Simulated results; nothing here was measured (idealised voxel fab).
Presented below is a process module, voxel ribs on slabs.
We display cut, a cross-section 175 nm in width whose square cells are each 5 nm.
Cross-section layout: square cells on a grid; listed as bands, top to bottom; a band spans one or more cell rows.
For a band, the entry starts with two heights in nm, that of the top and then that of the bottom, and carries on with the band's materials in order from left to right, each alongside its width in nm; the word "edge to edge" beside a single material means it fills the band edge to edge, and "empty" means empty space.
Height is counted from the level 0, under which the received wafer is composed throughout of one material. The lowest of the bands is not closed at the bottom but continues downward, in the notation "from 0 down".
A width given as "30 to 40" starts at the first number in the band's top row and ends at the second number in its bottom row, shifting by an equal amount at every step from row to row.
Step marked "changes: none"? Then no cell in the cross-section changed in it.
If an empty space has no open way to the top and is at least 8 cells in size, "Voids, sealed" lists it, written width x height at distance, where distance is measured from the left edge and every value is in nm.
What comes after the settings on a step's line is commentary from the simulator itself on that step.
On any step carrying a mask, the "overlay nm" setting, if present on the step's line, tells how far right of its planned place the mask lay; negative values point to the left.
-- Steps in the process plan
1. op RECEIVE | material Si
2. op DIRECTIONAL_DEP | material SiO2 | thk nm 20
3. op DIRECTIONAL_DEP | material polySi | thk nm 20
4. op PATTERN | tone cover | mask id RIB | material resist | width nm 20 | thk nm 20 | overlay nm 0
5. op DIRECTIONAL_ETCH | etch materials polySi | depth nm 10
6. op STRIP | etch materials resist
7. op MASKED_ETCH | tone cover | mask id SLAB | width nm 50 | etch materials polySi | depth nm 10 | overlay nm 0
8. op FILL_DEP | material SiO2 | thk nm 25
9. op CMP | height nm 60
10. op DIRECTIONAL_DEP | material TiN | thk nm 5
11. op MASKED_ETCH | tone cover | mask id HEATER | width nm 30 | etch materials TiN | depth nm 5 | overlay nm 0
12. op CONFORMAL_DEP | material SiN | thk nm 5
-- Cross-section of the incoming wafer, state after step 1
from 0 down | Si edge to edge
Voids, sealed: none
-- Starting wafer: above. Plan: above. Run: one mistake. Cross-section after the module: below
from 70 to 65 | empty=65; SiN=40; empty=70
from 65 to 60 | SiN=70; TiN=30; SiN=75
from 60 to 40 | SiO2 edge to edge
from 40 to 30 | SiO2=75; polySi=20; SiO2=80
from 30 to 20 | SiO2=60; polySi=55; SiO2=60
from 20 to 0 | SiO2 edge to edge
from 0 down | Si edge to edge
Voids, sealed: none
Short version of what went wrong: step 7 changed vs plan, executed as op MASKED_ETCH | tone cover | mask id SLAB | width nm 55 | etch materials polySi | depth nm 10 | overlay nm 0
